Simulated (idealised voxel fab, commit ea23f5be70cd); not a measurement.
Module name: voxel capacitor over wiring (process module)
Section cut is 195 nm wide and gridded with 5 nm square cells.
If you're reading a cross-section in this doc, picture square cells in a grid; it comes to you as bands, top ones listed first down to the bottom, and a band can be one or more rows of cells. What a band's entry tells you: where the top is and where the bottom is, as heights in nm, and after that what lies inside, material by material from left to right, each with its width in nm. Empty space is written as the word "blank", and a single material marked with the word "edge to edge" occupies the band from edge to edge. Height 0 is the level under which the wafer as received is all one material. The lowest band goes on downwards, as in "z 0 and below". The two numbers in a width such as "30->40" mark its ends across the band: the first belongs to the top row of cells, the second to the bottom row, and from each row to the next the width moves by the same amount. When a step is marked "all unchanged", none of the cells in the cross-section changed during that step. Closed-off voids of 8+ cells (no open route to the top) go in "Closed void roster", written width x height at distance from the left edge, in nm. Heads up: the bit after the settings on a step's line is the simulator's remark on that step. overlay nm: mask right of planned place by this much (step with mask). Neg. = left. For the reader: what remains of this document is a series of pairs, each showing a cross-section before one process step and a cross-section after that step which reaches down only to the lowest band that changed, with the step between them and its settings set out under the pair. It should not be assumed that a pair continues from the pair above it; the pairs can come from different runs of this module on the same starting wafer, and such continuity exists only where the entry headed "Pre-step section" says so.
# Pre-step section
- z 45 to 35: lowk edge to edge
- z 35 to 20: lowk=45, then SiCN=5, then W=20, then SiCN=5, then lowk=45, then SiCN=5, then W=20, then SiCN=5, then lowk=45
- z 20 to 15: SiCN=50, then TiN=20, then SiCN=55, then TiN=20, then SiCN=50
- z 15 to 0: SiO2 edge to edge
- z 0 and below: Si edge to edge
- Closed void roster: none
# After the Step
- z 50 to 45: SiCN edge to edge
- Note: structure below 45 unchanged.
- Closed void roster: none
Step between the pre-process and post-process cross-sections given above: CONFORMAL_DEP,material SiCN,thk nm 5
Pre-step section: taken from the pair above, after panel.
# After the Step
- z 65 to 50: aC edge to edge
- Note: structure below 50 unchanged.
- Closed void roster: none
Step between the pre-process and post-process cross-sections given above: DIRECTIONAL_DEP,material aC,thk nm 15
Pre-step section: taken from the pair above, after panel.
# After the Step
- z 100 to 65: resist=55, then blank=15, then resist=125
- Note: structure below 65 unchanged.
- Closed void roster: none
Step between the pre-process and post-process cross-sections given above: PATTERN,tone open,mask id PLUG_1,material resist,width nm 15,thk nm 35,overlay nm 0
Pre-step section: taken from the pair above, after panel.
# After the Step
- z 85 to 65: resist=55, then blank=15, then resist=125
- z 65 to 50: aC=55, then blank=15, then aC=125
- Note: structure below 50 unchanged.
- Closed void roster: none
Step between the pre-process and post-process cross-sections given above: DIRECTIONAL_ETCH,etch materials aC,depth nm 15
Pre-step section: taken from the pair above, after panel.
# After the Step
- z 65 to 50: aC=55, then blank=15, then aC=125
- Note: structure below 50 unchanged.
- Closed void roster: none
Step between the pre-process and post-process cross-sections given above: STRIP,etch materials resist
Pre-step section: taken from the pair above, after panel.
# After the Step
- z 65 to 50: aC=55, then blank=15, then aC=125
- z 50 to 45: SiCN=55, then blank=15, then SiCN=125
- Note: structure below 45 unchanged.
- Closed void roster: none
Step between the pre-process and post-process cross-sections given above: DIRECTIONAL_ETCH,etch materials SiCN,depth nm 5
Pre-step section: taken from the pair above, after panel.
# After the Step
- z 50 to 45: SiCN=55, then blank=15, then SiCN=125
- Note: structure below 45 unchanged.
- Closed void roster: none
Step between the pre-process and post-process cross-sections given above: STRIP,etch materials aC
Pre-step section: taken from the pair above, after panel.
# After the Step
- z 55 to 50: TiN=55, then blank=15, then TiN=125
- z 50 to 45: SiCN=55, then TiN=15, then SiCN=125
- Note: structure below 45 unchanged.
- Closed void roster: none
Step between the pre-process and post-process cross-sections given above: DIRECTIONAL_DEP,material TiN,thk nm 5
Pre-step section: taken from the pair above, after panel.
# After the Step
- z 60 to 55: Al2O3=55, then blank=15, then Al2O3=125
- z 55 to 50: TiN=55, then Al2O3=15, then TiN=125
- Note: structure below 50 unchanged.
- Closed void roster: none
Step between the pre-process and post-process cross-sections given above: DIRECTIONAL_DEP,material Al2O3,thk nm 5
Pre-step section: taken from the pair above, after panel.
# After the Step
- z 70 to 65: TiN=55, then blank=15, then TiN=125
- z 65 to 60: TiN edge to edge
- z 60 to 55: Al2O3=55, then TiN=15, then Al2O3=125
- Note: structure below 55 unchanged.
- Closed void roster: none
Step between the pre-process and post-process cross-sections given above: DIRECTIONAL_DEP,material TiN,thk nm 10
Pre-step section: taken from the pair above, after panel.
# After the Step
- z 70 to 60: blank=70->55, then TiN=45->60, then blank=80
- Note: structure below 60 unchanged.
- Closed void roster: none
Step between the pre-process and post-process cross-sections given above: MASKED_ETCH,tone cover,mask id UPPER_PLATE,width nm 60,etch materials TiN,depth nm 10,overlay nm 0
Pre-step section: taken from the pair above, after panel.
# After the Step
- z 70 to 60: blank=70->55, then TiN=45->60, then blank=80
- z 60 to 55: blank=55, then TiN=15, then Al2O3=45, then blank=80
- Note: structure below 55 unchanged.
- Closed void roster: none
Step between the pre-process and post-process cross-sections given above: MASKED_ETCH,tone cover,mask id UPPER_PLATE,width nm 60,etch materials Al2O3,depth nm 5,overlay nm 0
Pre-step section: taken from the pair above, after panel.
# After the Step
- z 85 to 80: blank=70, then aC=45, then blank=80
- z 80 to 70: blank=55, then aC=60, then blank=80
- z 70 to 60: aC=70->55, then TiN=45->60, then aC=80
- z 60 to 55: aC=55, then TiN=15, then Al2O3=45, then aC=80
- Note: structure below 55 unchanged.
- Closed void roster: none
Step between the pre-process and post-process cross-sections given above: DIRECTIONAL_DEP,material aC,thk nm 15
Pre-step section: taken from the pair above, after panel.
# After the Step
- z 115 to 85: blank=50, then resist=70, then blank=75
- z 85 to 80: blank=50, then resist=20, then aC=45, then resist=5, then blank=75
- z 80 to 70: blank=50, then resist=5, then aC=60, then resist=5, then blank=75
- Note: structure below 70 unchanged.
- Closed void roster: none
Step between the pre-process and post-process cross-sections given above: PATTERN,tone cover,mask id LOWER_PLATE,material resist,width nm 70,thk nm 30,overlay nm 0
Pre-step section: taken from the pair above, after panel.
# After the Step
- z 100 to 85: blank=50, then resist=70, then blank=75
- z 85 to 80: blank=50, then resist=20, then aC=45, then resist=5, then blank=75
- z 80 to 70: blank=50, then resist=5, then aC=60, then resist=5, then blank=75
- z 70 to 60: blank=50, then aC=20->5, then TiN=45->60, then aC=5, then blank=75
- z 60 to 55: blank=50, then aC=5, then TiN=15, then Al2O3=45, then aC=5, then blank=75
- Note: structure below 55 unchanged.
- Closed void roster: none
Step between the pre-process and post-process cross-sections given above: DIRECTIONAL_ETCH,etch materials aC,depth nm 15
Pre-step section: taken from the pair above, after panel.
# After the Step
- z 85 to 80: blank=70, then aC=45, then blank=80
- z 80 to 70: blank=55, then aC=60, then blank=80
- Note: structure below 70 unchanged.
- Closed void roster: none
Step between the pre-process and post-process cross-sections given above: STRIP,etch materials resist
Pre-step section: taken from the pair above, after panel.
# After the Step
- z 85 to 80: blank=70, then aC=45, then blank=80
- z 80 to 70: blank=55, then aC=60, then blank=80
- z 70 to 60: blank=50, then aC=20->5, then TiN=45->60, then aC=5, then blank=75
- z 60 to 55: blank=50, then aC=5, then TiN=15, then Al2O3=45, then aC=5, then blank=75
- z 55 to 50: blank=50, then TiN=5, then Al2O3=15, then TiN=50, then blank=75
- Note: structure below 50 unchanged.
- Closed void roster: none
Step between the pre-process and post-process cross-sections given above: DIRECTIONAL_ETCH,etch materials TiN,depth nm 5
Pre-step section: taken from the pair above, after panel.
# After the Step
- z 70 to 60: blank=70->55, then TiN=45->60, then blank=80
- z 60 to 55: blank=55, then TiN=15, then Al2O3=45, then blank=80
- Note: structure below 55 unchanged.
- Closed void roster: none
Step between the pre-process and post-process cross-sections given above: STRIP,etch materials aC
Pre-step section: taken from the pair above, after panel.
# After the Step
- z 90 to 70: SiO2 edge to edge
- z 70 to 60: SiO2=70->55, then TiN=45->60, then SiO2=80
- z 60 to 55: SiO2=55, then TiN=15, then Al2O3=45, then SiO2=80
- z 55 to 50: SiO2=50, then TiN=5, then Al2O3=15, then TiN=50, then SiO2=75
- Note: structure below 50 unchanged.
- Closed void roster: none
Step between the pre-process and post-process cross-sections given above: FILL_DEP,material SiO2,thk nm 20
Pre-step section: taken from the pair above, after panel.
# After the Step
- z 85 to 70: SiO2 edge to edge
- Note: structure below 70 unchanged.
- Closed void roster: none
Step between the pre-process and post-process cross-sections given above: CMP,height nm 85
Pre-step section: taken from the pair above, after panel.
# After the Step
- z 85 to 70: SiO2=65, then blank=15, then SiO2=115
- Note: structure below 70 unchanged.
- Closed void roster: none
Step between the pre-process and post-process cross-sections given above: MASKED_ETCH,tone open,mask id PLUG_2,width nm 15,etch materials SiO2,depth nm 15,overlay nm 0
Pre-step section: taken from the pair above, after panel.
# After the Step
- z 90 to 85: TiN=70, then blank=5, then TiN=120
- z 85 to 75: SiO2=65, then TiN=5, then blank=5, then TiN=5, then SiO2=115
- z 75 to 65: SiO2=65->70, then TiN=15->45, then SiO2=115->80
- Note: structure below 65 unchanged.
- Closed void roster: none
Step between the pre-process and post-process cross-sections given above: CONFORMAL_DEP,material TiN,thk nm 5
Pre-step section: taken from the pair above, after panel.
# After the Step
- z 95 to 90: Cu edge to edge
- z 90 to 85: TiN=70, then Cu=5, then TiN=120
- z 85 to 75: SiO2=65, then TiN=5, then Cu=5, then TiN=5, then SiO2=115
- Note: structure below 75 unchanged.
- Closed void roster: none
Step between the pre-process and post-process cross-sections given above: FILL_DEP,material Cu,thk nm 5
Pre-step section: taken from the pair above, after panel.
# After the Step
- z 85 to 75: SiO2=65, then TiN=5, then Cu=5, then TiN=5, then SiO2=115
- Note: structure below 75 unchanged.
- Closed void roster: none
Step between the pre-process and post-process cross-sections given above: CMP,height nm 85
Pre-step section: taken from the pair above, after panel.
# After the Step
- z 90 to 85: SiCN edge to edge
- Note: structure below 85 unchanged.
- Closed void roster: none
Step between the pre-process and post-process cross-sections given above: CONFORMAL_DEP,material SiCN,thk nm 5
# Pre-step section
- z 85 to 70: SiO2 edge to edge
- z 70 to 60: SiO2=55, then TiN=60, then SiO2=80
- z 60 to 55: SiO2=55, then Al2O3=60, then SiO2=80
- z 55 to 50: SiO2=50, then TiN=70, then SiO2=75
- z 50 to 40: lowk=55, then Ru=15, then lowk=125
- z 40 to 35: SiCN=55, then Ru=15, then SiCN=125
- z 35 to 20: lowk=45, then SiCN=5, then W=20, then SiCN=5, then lowk=45, then SiCN=5, then W=20, then SiCN=5, then lowk=45
- z 20 to 15: SiCN=50, then TiN=20, then SiCN=55, then TiN=20, then SiCN=50
- z 15 to 0: SiO2 edge to edge
- z 0 and below: Si edge to edge
- Closed void roster: none
# After the Step
- z 85 to 80: SiO2=65, then blank=15, then SiO2=115
- Note: structure below 80 unchanged.
- Closed void roster: none
Step between the pre-process and post-process cross-sections given above: MASKED_ETCH,tone open,mask id PLUG_2,width nm 15,etch materials SiO2,depth nm 5,overlay nm 0
Pre-step section: taken from the pair above, after panel.
# After the Step
- z 90 to 85: TiN=70, then blank=5, then TiN=120
- z 85 to 80: SiO2=65, then TiN=15, then SiO2=115
- Note: structure below 80 unchanged.
- Closed void roster: none
Step between the pre-process and post-process cross-sections given above: CONFORMAL_DEP,material TiN,thk nm 5
Pre-step section: taken from the pair above, after panel.
# After the Step
- z 95 to 90: Cu edge to edge
- z 90 to 85: TiN=70, then Cu=5, then TiN=120
- Note: structure below 85 unchanged.
- Closed void roster: none
Step between the pre-process and post-process cross-sections given above: FILL_DEP,material Cu,thk nm 5
Pre-step section: taken from the pair above, after panel.
# After the Step
- z 85 to 80: SiO2=65, then TiN=15, then SiO2=115
- Note: structure below 80 unchanged.
- Closed void roster: none
Step between the pre-process and post-process cross-sections given above: CMP,height nm 85
Pre-step section: taken from the pair above, after panel.
# After the Step
- z 90 to 85: SiCN edge to edge
- Note: structure below 85 unchanged.
- Closed void roster: none
Step between the pre-process and post-process cross-sections given above: CONFORMAL_DEP,material SiCN,thk nm 5
# Pre-step section
- z 70 to 60: TiN edge to edge
- z 60 to 55: Al2O3 edge to edge
- z 55 to 50: TiN edge to edge
- z 50 to 40: lowk=55, then Ru=15, then lowk=125
- z 40 to 35: SiCN=55, then Ru=15, then SiCN=125
- z 35 to 20: lowk=45, then SiCN=5, then W=20, then SiCN=5, then lowk=45, then SiCN=5, then W=20, then SiCN=5, then lowk=45
- z 20 to 15: SiCN=50, then TiN=20, then SiCN=55, then TiN=20, then SiCN=50
- z 15 to 0: SiO2 edge to edge
- z 0 and below: Si edge to edge
- Closed void roster: none
# After the Step
- z 70 to 60: blank=60, then TiN=55, then blank=80
- Note: structure below 60 unchanged.
- Closed void roster: none
Step between the pre-process and post-process cross-sections given above: MASKED_ETCH,tone cover,mask id UPPER_PLATE,width nm 55,etch materials TiN,depth nm 10,overlay nm 0
Pre-step section: taken from the pair above, after panel.
# After the Step
- z 70 to 60: blank=60, then TiN=55, then blank=80
- z 60 to 55: blank=55, then Al2O3=60, then blank=80
- Note: structure below 55 unchanged.
- Closed void roster: none
Step between the pre-process and post-process cross-sections given above: MASKED_ETCH,tone cover,mask id UPPER_PLATE,width nm 60,etch materials Al2O3,depth nm 5,overlay nm 0
Pre-step section: taken from the pair above, after panel.
# After the Step
- z 85 to 75: blank=60, then aC=55, then blank=80
- z 75 to 70: blank=55, then aC=60, then blank=80
- z 70 to 60: aC=60, then TiN=55, then aC=80
- z 60 to 55: aC=55, then Al2O3=60, then aC=80
- Note: structure below 55 unchanged.
- Closed void roster: none
Step between the pre-process and post-process cross-sections given above: DIRECTIONAL_DEP,material aC,thk nm 15
Pre-step section: taken from the pair above, after panel.
# After the Step
- z 115 to 85: blank=50, then resist=70, then blank=75
- z 85 to 75: blank=50, then resist=10, then aC=55, then resist=5, then blank=75
- z 75 to 70: blank=50, then resist=5, then aC=60, then resist=5, then blank=75
- Note: structure below 70 unchanged.
- Closed void roster: none
Step between the pre-process and post-process cross-sections given above: PATTERN,tone cover,mask id LOWER_PLATE,material resist,width nm 70,thk nm 30,overlay nm 0
Pre-step section: taken from the pair above, after panel.
# After the Step
- z 100 to 85: blank=50, then resist=70, then blank=75
- z 85 to 75: blank=50, then resist=10, then aC=55, then resist=5, then blank=75
- z 75 to 70: blank=50, then resist=5, then aC=60, then resist=5, then blank=75
- z 70 to 60: blank=50, then aC=10, then TiN=55, then aC=5, then blank=75
- z 60 to 55: blank=50, then aC=5, then Al2O3=60, then aC=5, then blank=75
- Note: structure below 55 unchanged.
- Closed void roster: none
Step between the pre-process and post-process cross-sections given above: DIRECTIONAL_ETCH,etch materials aC,depth nm 15
Pre-step section: taken from the pair above, after panel.
# After the Step
- z 85 to 75: blank=60, then aC=55, then blank=80
- z 75 to 70: blank=55, then aC=60, then blank=80
- Note: structure below 70 unchanged.
- Closed void roster: none
Step between the pre-process and post-process cross-sections given above: STRIP,etch materials resist
Pre-step section: taken from the pair above, after panel.
# After the Step
- z 85 to 75: blank=60, then aC=55, then blank=80
- z 75 to 70: blank=55, then aC=60, then blank=80
- z 70 to 60: blank=50, then aC=10, then TiN=55, then aC=5, then blank=75
- z 60 to 55: blank=50, then aC=5, then Al2O3=60, then aC=5, then blank=75
- z 55 to 50: blank=50, then TiN=70, then blank=75
- Note: structure below 50 unchanged.
- Closed void roster: none
Step between the pre-process and post-process cross-sections given above: DIRECTIONAL_ETCH,etch materials TiN,depth nm 5
Pre-step section: taken from the pair above, after panel.
# After the Step
- z 70 to 60: blank=60, then TiN=55, then blank=80
- z 60 to 55: blank=55, then Al2O3=60, then blank=80
- Note: structure below 55 unchanged.
- Closed void roster: none
Step between the pre-process and post-process cross-sections given above: STRIP,etch materials aC
Pre-step section: taken from the pair above, after panel.
# After the Step
- z 90 to 70: SiO2 edge to edge
- z 70 to 60: SiO2=60, then TiN=55, then SiO2=80
- z 60 to 55: SiO2=55, then Al2O3=60, then SiO2=80
- z 55 to 50: SiO2=50, then TiN=70, then SiO2=75
- Note: structure below 50 unchanged.
- Closed void roster: none
Step between the pre-process and post-process cross-sections given above: FILL_DEP,material SiO2,thk nm 20
Pre-step section: taken from the pair above, after panel.
# After the Step
- z 85 to 70: SiO2 edge to edge
- Note: structure below 70 unchanged.
- Closed void roster: none
Step between the pre-process and post-process cross-sections given above: CMP,height nm 85
Pre-step section: taken from the pair above, after panel.
# After the Step
- z 85 to 70: SiO2=65, then blank=15, then SiO2=115
- Note: structure below 70 unchanged.
- Closed void roster: none
Step between the pre-process and post-process cross-sections given above: MASKED_ETCH,tone open,mask id PLUG_2,width nm 15,etch materials SiO2,depth nm 15,overlay nm 0
Pre-step section: taken from the pair above, after panel.
# After the Step
- z 90 to 85: TiN=70, then blank=5, then TiN=120
- z 85 to 75: SiO2=65, then TiN=5, then blank=5, then TiN=5, then SiO2=115
- z 75 to 70: SiO2=65, then TiN=15, then SiO2=115
- Note: structure below 70 unchanged.
- Closed void roster: none
Step between the pre-process and post-process cross-sections given above: CONFORMAL_DEP,material TiN,thk nm 5
Pre-step section: taken from the pair above, after panel.
# After the Step
- z 95 to 90: Cu edge to edge
- z 90 to 85: TiN=70, then Cu=5, then TiN=120
- z 85 to 75: SiO2=65, then TiN=5, then Cu=5, then TiN=5, then SiO2=115
- Note: structure below 75 unchanged.
- Closed void roster: none
Step between the pre-process and post-process cross-sections given above: FILL_DEP,material Cu,thk nm 5
Pre-step section: taken from the pair above, after panel.
# After the Step
- z 85 to 75: SiO2=65, then TiN=5, then Cu=5, then TiN=5, then SiO2=115
- Note: structure below 75 unchanged.
- Closed void roster: none
Step between the pre-process and post-process cross-sections given above: CMP,height nm 85
Pre-step section: taken from the pair above, after panel.
# After the Step
- z 90 to 85: SiCN edge to edge
- Note: structure below 85 unchanged.
- Closed void roster: none
Step between the pre-process and post-process cross-sections given above: CONFORMAL_DEP,material SiCN,thk nm 5
# Pre-step section
- z 70 to 60: blank=55, then TiN=60, then blank=80
- z 60 to 55: Al2O3 edge to edge
- z 55 to 50: TiN edge to edge
- z 50 to 40: lowk=55, then Ru=15, then lowk=125
- z 40 to 35: SiCN=55, then Ru=15, then SiCN=125
- z 35 to 20: lowk=45, then SiCN=5, then W=20, then SiCN=5, then lowk=45, then SiCN=5, then W=20, then SiCN=5, then lowk=45
- z 20 to 15: SiCN=50, then TiN=20, then SiCN=55, then TiN=20, then SiCN=50
- z 15 to 0: SiO2 edge to edge
- z 0 and below: Si edge to edge
- Closed void roster: none
# After the Step
- z 70 to 60: blank=55, then TiN=60, then blank=80
- z 60 to 55: blank=45, then Al2O3=70, then blank=80
- Note: structure below 55 unchanged.
- Closed void roster: none
Step between the pre-process and post-process cross-sections given above: MASKED_ETCH,tone cover,mask id UPPER_PLATE,width nm 60,etch materials Al2O3,depth nm 5,overlay nm -10
Pre-step section: taken from the pair above, after panel.
# After the Step
- z 85 to 75: blank=55, then aC=60, then blank=80
- z 75 to 70: blank=45, then aC=70, then blank=80
- z 70 to 60: aC=55, then TiN=60, then aC=80
- z 60 to 55: aC=45, then Al2O3=70, then aC=80
- Note: structure below 55 unchanged.
- Closed void roster: none
Step between the pre-process and post-process cross-sections given above: DIRECTIONAL_DEP,material aC,thk nm 15
Pre-step section: taken from the pair above, after panel.
# After the Step
- z 115 to 85: blank=50, then resist=70, then blank=75
- z 85 to 75: blank=50, then resist=5, then aC=60, then resist=5, then blank=75
- z 75 to 70: blank=45, then aC=70, then resist=5, then blank=75
- Note: structure below 70 unchanged.
- Closed void roster: none
Step between the pre-process and post-process cross-sections given above: PATTERN,tone cover,mask id LOWER_PLATE,material resist,width nm 70,thk nm 30,overlay nm 0
Pre-step section: taken from the pair above, after panel.
# After the Step
- z 100 to 85: blank=50, then resist=70, then blank=75
- z 85 to 75: blank=50, then resist=5, then aC=60, then resist=5, then blank=75
- z 75 to 70: blank=50, then aC=65, then resist=5, then blank=75
- z 70 to 60: blank=50, then aC=5, then TiN=60, then aC=5, then blank=75
- z 60 to 55: blank=45, then Al2O3=70, then aC=5, then blank=75
- Note: structure below 55 unchanged.
- Closed void roster: none
Step between the pre-process and post-process cross-sections given above: DIRECTIONAL_ETCH,etch materials aC,depth nm 15
Pre-step section: taken from the pair above, after panel.
# After the Step
- z 85 to 75: blank=55, then aC=60, then blank=80
- z 75 to 70: blank=50, then aC=65, then blank=80
- Note: structure below 70 unchanged.
- Closed void roster: none
Step between the pre-process and post-process cross-sections given above: STRIP,etch materials resist
Pre-step section: taken from the pair above, after panel.
# After the Step
- z 85 to 75: blank=55, then aC=60, then blank=80
- z 75 to 70: blank=50, then aC=65, then blank=80
- z 70 to 60: blank=50, then aC=5, then TiN=60, then aC=5, then blank=75
- z 60 to 55: blank=45, then Al2O3=70, then aC=5, then blank=75
- z 55 to 50: blank=45, then TiN=75, then blank=75
- Note: structure below 50 unchanged.
- Closed void roster: none
Step between the pre-process and post-process cross-sections given above: DIRECTIONAL_ETCH,etch materials TiN,depth nm 5
Pre-step section: taken from the pair above, after panel.
# After the Step
- z 70 to 60: blank=55, then TiN=60, then blank=80
- z 60 to 55: blank=45, then Al2O3=70, then blank=80
- Note: structure below 55 unchanged.
- Closed void roster: none
Step between the pre-process and post-process cross-sections given above: STRIP,etch materials aC
Pre-step section: taken from the pair above, after panel.
# After the Step
- z 90 to 70: SiO2 edge to edge
- z 70 to 60: SiO2=55, then TiN=60, then SiO2=80
- z 60 to 55: SiO2=45, then Al2O3=70, then SiO2=80
- z 55 to 50: SiO2=45, then TiN=75, then SiO2=75
- Note: structure below 50 unchanged.
- Closed void roster: none
Step between the pre-process and post-process cross-sections given above: FILL_DEP,material SiO2,thk nm 20
Pre-step section: taken from the pair above, after panel.
# After the Step
- z 85 to 70: SiO2 edge to edge
- Note: structure below 70 unchanged.
- Closed void roster: none
Step between the pre-process and post-process cross-sections given above: CMP,height nm 85
Pre-step section: taken from the pair above, after panel.
# After the Step
- z 85 to 70: SiO2=65, then blank=15, then SiO2=115
- Note: structure below 70 unchanged.
- Closed void roster: none
Step between the pre-process and post-process cross-sections given above: MASKED_ETCH,tone open,mask id PLUG_2,width nm 15,etch materials SiO2,depth nm 15,overlay nm 0
Pre-step section: taken from the pair above, after panel.
# After the Step
- z 90 to 85: TiN=70, then blank=5, then TiN=120
- z 85 to 75: SiO2=65, then TiN=5, then blank=5, then TiN=5, then SiO2=115
- z 75 to 70: SiO2=65, then TiN=15, then SiO2=115
- Note: structure below 70 unchanged.
- Closed void roster: none
Step between the pre-process and post-process cross-sections given above: CONFORMAL_DEP,material TiN,thk nm 5
Pre-step section: taken from the pair above, after panel.
# After the Step
- z 95 to 90: Cu edge to edge
- z 90 to 85: TiN=70, then Cu=5, then TiN=120
- z 85 to 75: SiO2=65, then TiN=5, then Cu=5, then TiN=5, then SiO2=115
- Note: structure below 75 unchanged.
- Closed void roster: none
Step between the pre-process and post-process cross-sections given above: FILL_DEP,material Cu,thk nm 5
Pre-step section: taken from the pair above, after panel.
# After the Step
- z 85 to 75: SiO2=65, then TiN=5, then Cu=5, then TiN=5, then SiO2=115
- Note: structure below 75 unchanged.
- Closed void roster: none
Step between the pre-process and post-process cross-sections given above: CMP,height nm 85
Pre-step section: taken from the pair above, after panel.
# After the Step
- z 90 to 85: SiCN edge to edge
- Note: structure below 85 unchanged.
- Closed void roster: none
Step between the pre-process and post-process cross-sections given above: CONFORMAL_DEP,material SiCN,thk nm 5
# Pre-step section
- z 0 and below: Si edge to edge
- Closed void roster: none
# After the Step
- z 15 to 0: SiCN edge to edge
- Note: structure below 0 unchanged.
- Closed void roster: none
Step between the pre-process and post-process cross-sections given above: CONFORMAL_DEP,material SiCN,thk nm 15
Pre-step section: taken from the pair above, after panel.
# After the Step
- z 20 to 15: TiN edge to edge
- Note: structure below 15 unchanged.
- Closed void roster: none
Step between the pre-process and post-process cross-sections given above: DIRECTIONAL_DEP,material TiN,thk nm 5
Pre-step section: taken from the pair above, after panel.
# After the Step
- z 35 to 20: W edge to edge
- Note: structure below 20 unchanged.
- Closed void roster: none
Step between the pre-process and post-process cross-sections given above: DIRECTIONAL_DEP,material W,thk nm 15
Pre-step section: taken from the pair above, after panel.
# After the Step
- z 50 to 35: aC edge to edge
- Note: structure below 35 unchanged.
- Closed void roster: none
Step between the pre-process and post-process cross-sections given above: DIRECTIONAL_DEP,material aC,thk nm 15
Pre-step section: taken from the pair above, after panel.
# After the Step
- z 85 to 50: blank=50, then resist=20, then blank=55, then resist=20, then blank=50
- Note: structure below 50 unchanged.
- Closed void roster: none
Step between the pre-process and post-process cross-sections given above: PATTERN,tone cover,mask id METAL_1,material resist,width nm 20,pitch nm 75,thk nm 35,overlay nm 0
Pre-step section: taken from the pair above, after panel.
# After the Step
- z 70 to 50: blank=50, then resist=20, then blank=55, then resist=20, then blank=50
- z 50 to 35: blank=50, then aC=20, then blank=55, then aC=20, then blank=50
- Note: structure below 35 unchanged.
- Closed void roster: none
Step between the pre-process and post-process cross-sections given above: DIRECTIONAL_ETCH,etch materials aC,depth nm 15
Pre-step section: taken from the pair above, after panel.
# After the Step
- z 50 to 35: blank=50, then aC=20, then blank=55, then aC=20, then blank=50
- Note: structure below 35 unchanged.
- Closed void roster: none
Step between the pre-process and post-process cross-sections given above: STRIP,etch materials resist
Pre-step section: taken from the pair above, after panel.
# After the Step
- z 50 to 35: blank=50, then aC=20, then blank=55, then aC=20, then blank=50
- z 35 to 20: blank=50, then W=20, then blank=55, then W=20, then blank=50
- Note: structure below 20 unchanged.
- Closed void roster: none
Step between the pre-process and post-process cross-sections given above: DIRECTIONAL_ETCH,etch materials W,depth nm 15
Pre-step section: taken from the pair above, after panel.
# After the Step
- z 50 to 35: blank=50, then aC=20, then blank=55, then aC=20, then blank=50
- z 35 to 20: blank=50, then W=20, then blank=55, then W=20, then blank=50
- z 20 to 15: blank=50, then TiN=20, then blank=55, then TiN=20, then blank=50
- Note: structure below 15 unchanged.
- Closed void roster: none
Step between the pre-process and post-process cross-sections given above: DIRECTIONAL_ETCH,etch materials TiN,depth nm 5
Pre-step section: taken from the pair above, after panel.
# After the Step
- z 35 to 20: blank=50, then W=20, then blank=55, then W=20, then blank=50
- Note: structure below 20 unchanged.
- Closed void roster: none
Step between the pre-process and post-process cross-sections given above: STRIP,etch materials aC
Pre-step section: taken from the pair above, after panel.
# After the Step
- z 40 to 35: blank=45, then SiCN=30, then blank=45, then SiCN=30, then blank=45
- z 35 to 20: blank=45, then SiCN=5, then W=20, then SiCN=5, then blank=45, then SiCN=5, then W=20, then SiCN=5, then blank=45
- z 20 to 15: SiCN=50, then TiN=20, then SiCN=55, then TiN=20, then SiCN=50
- Note: structure below 15 unchanged.
- Closed void roster: none
Step between the pre-process and post-process cross-sections given above: CONFORMAL_DEP,material SiCN,thk nm 5
Pre-step section: taken from the pair above, after panel.
# After the Step
- z 45 to 40: lowk edge to edge
- z 40 to 35: lowk=45, then SiCN=30, then lowk=45, then SiCN=30, then lowk=45
- z 35 to 20: lowk=45, then SiCN=5, then W=20, then SiCN=5, then lowk=45, then SiCN=5, then W=20, then SiCN=5, then lowk=45
- Note: structure below 20 unchanged.
- Closed void roster: none
Step between the pre-process and post-process cross-sections given above: FILL_DEP,material lowk,thk nm 5
Pre-step section: taken from the pair above, after panel.
# After the Step
- z 35 to 20: lowk=45, then SiCN=5, then W=20, then SiCN=5, then lowk=45, then SiCN=5, then W=20, then SiCN=5, then lowk=45
- Note: structure below 20 unchanged.
- Closed void roster: none
Step between the pre-process and post-process cross-sections given above: CMP,height nm 35
Pre-step section: taken from the pair above, after panel.
# After the Step
- z 40 to 35: SiCN edge to edge
- Note: structure below 35 unchanged.
- Closed void roster: none
Step between the pre-process and post-process cross-sections given above: CONFORMAL_DEP,material SiCN,thk nm 5
Pre-step section: taken from the pair above, after panel.
# After the Step
- z 50 to 40: lowk edge to edge
- Note: structure below 40 unchanged.
- Closed void roster: none
Step between the pre-process and post-process cross-sections given above: DIRECTIONAL_DEP,material lowk,thk nm 10
Pre-step section: taken from the pair above, after panel.
# After the Step
- z 65 to 50: aC edge to edge
- Note: structure below 50 unchanged.
- Closed void roster: none
Step between the pre-process and post-process cross-sections given above: DIRECTIONAL_DEP,material aC,thk nm 15
Pre-step section: taken from the pair above, after panel.
# After the Step
- z 100 to 65: resist=55, then blank=15, then resist=125
- Note: structure below 65 unchanged.
- Closed void roster: none
Step between the pre-process and post-process cross-sections given above: PATTERN,tone open,mask id PLUG_1,material resist,width nm 15,thk nm 35,overlay nm 0
Pre-step section: taken from the pair above, after panel.
# After the Step
- z 85 to 65: resist=55, then blank=15, then resist=125
- z 65 to 50: aC=55, then blank=15, then aC=125
- Note: structure below 50 unchanged.
- Closed void roster: none
Step between the pre-process and post-process cross-sections given above: DIRECTIONAL_ETCH,etch materials aC,depth nm 15
Pre-step section: taken from the pair above, after panel.
# After the Step
- z 65 to 50: aC=55, then blank=15, then aC=125
- Note: structure below 50 unchanged.
- Closed void roster: none
Step between the pre-process and post-process cross-sections given above: STRIP,etch materials resist
Pre-step section: taken from the pair above, after panel.
# After the Step
- z 65 to 50: aC=55, then blank=15, then aC=125
- z 50 to 40: lowk=55, then blank=15, then lowk=125
- Note: structure below 40 unchanged.
- Closed void roster: none
Step between the pre-process and post-process cross-sections given above: DIRECTIONAL_ETCH,etch materials lowk,depth nm 10
Pre-step section: taken from the pair above, after panel.
# After the Step
- z 65 to 50: aC=55, then blank=15, then aC=125
- z 50 to 40: lowk=55, then blank=15, then lowk=125
- z 40 to 35: SiCN=55, then blank=15, then SiCN=125
- Note: structure below 35 unchanged.
- Closed void roster: none
Step between the pre-process and post-process cross-sections given above: DIRECTIONAL_ETCH,etch materials SiCN,depth nm 5
Pre-step section: taken from the pair above, after panel.
# After the Step
- z 50 to 40: lowk=55, then blank=15, then lowk=125
- Note: structure below 40 unchanged.
- Closed void roster: none
Step between the pre-process and post-process cross-sections given above: STRIP,etch materials aC
Pre-step section: taken from the pair above, after panel.
# After the Step
- z 50 to 45: lowk=55, then blank=15, then lowk=125
- z 45 to 40: lowk=55, then Ru=15, then lowk=125
- z 40 to 35: SiCN=55, then Ru=15, then SiCN=125
- Note: structure below 35 unchanged.
- Closed void roster: none
Step between the pre-process and post-process cross-sections given above: EPI,material Ru,thk nm 10
Pre-step section: taken from the pair above, after panel.
# After the Step
- z 50 to 40: lowk=55, then Ru=15, then lowk=125
- Note: structure below 40 unchanged.
- Closed void roster: none
Step between the pre-process and post-process cross-sections given above: EPI,material Ru,thk nm 5
